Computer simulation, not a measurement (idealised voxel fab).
process module | voxel ribs on slabs
cross-section cut | 250 nm wide | cells 5 nm
A cross-section is a grid of square cells, given in bands from the top down. A band is one or more rows of cells.
Each band's line starts with the height of the band's top and of its bottom, in nm. Then come its materials from left to right, each with its width in nm. One material with "throughout" fills the band from edge to edge. "air" is empty space.
Height 0 is the level under which the wafer as received is all one material. The lowest band goes on downwards, as in "0 down".
A width such as "30 to 40" changes by the same amount from each row of cells to the next, from the band's top row to its bottom row.
"no change" after a step means that no cell of the cross-section changed.
closed voids: empty space of 8 cells or more with no open way to the top, each as width x height at its distance from the left edge, in nm
after a step's settings: what the simulator itself notes on the step
overlay nm, on a step with a mask: how far to the right of its planned place the mask lay; to the left if negative
plan
1 op RECEIVE | material Si
2 op DIRECTIONAL_DEP | material SiO2 | thk nm 25
3 op DIRECTIONAL_DEP | material polySi | thk nm 15
4 op DIRECTIONAL_DEP | material aC | thk nm 15
5 op PATTERN | tone cover | mask id RIB | material resist | width nm 20 | thk nm 35 | overlay nm 0
6 op DIRECTIONAL_ETCH | etch materials aC | depth nm 15
7 op STRIP | etch materials resist
8 op DIRECTIONAL_ETCH | etch materials polySi | depth nm 10
9 op STRIP | etch materials aC
10 op PATTERN | tone cover | mask id SLAB | material resist | width nm 50 | thk nm 15 | overlay nm 0
11 op DIRECTIONAL_ETCH | etch materials polySi | depth nm 5
12 op STRIP | etch materials resist
13 op FILL_DEP | material SiO2 | thk nm 30
14 op CMP | height nm 60
15 op DIRECTIONAL_DEP | material W | thk nm 5
16 op PATTERN | tone cover | mask id HEATER | material resist | width nm 30 | thk nm 20 | overlay nm 0
17 op DIRECTIONAL_ETCH | etch materials W | depth nm 5
18 op STRIP | etch materials resist
19 op CONFORMAL_DEP | material SiN | thk nm 5
as received, after step 1
  0 down: Si throughout
  closed voids: none
a wafer at the end: this start, this plan, one mistake
  80 to 75: air 95 | SiN 60 | air 95
  75 to 65: SiN throughout
  65 to 60: SiN 110 | W 30 | SiN 110
  60 to 40: SiO2 throughout
  40 to 30: SiO2 115 | polySi 20 | SiO2 115
  30 to 25: SiO2 100 | polySi 50 | SiO2 100
  25 to 0: SiO2 throughout
  0 down: Si throughout
  closed voids: none
what went wrong: step 19 ran as: op CONFORMAL_DEP | material SiN | thk nm 15
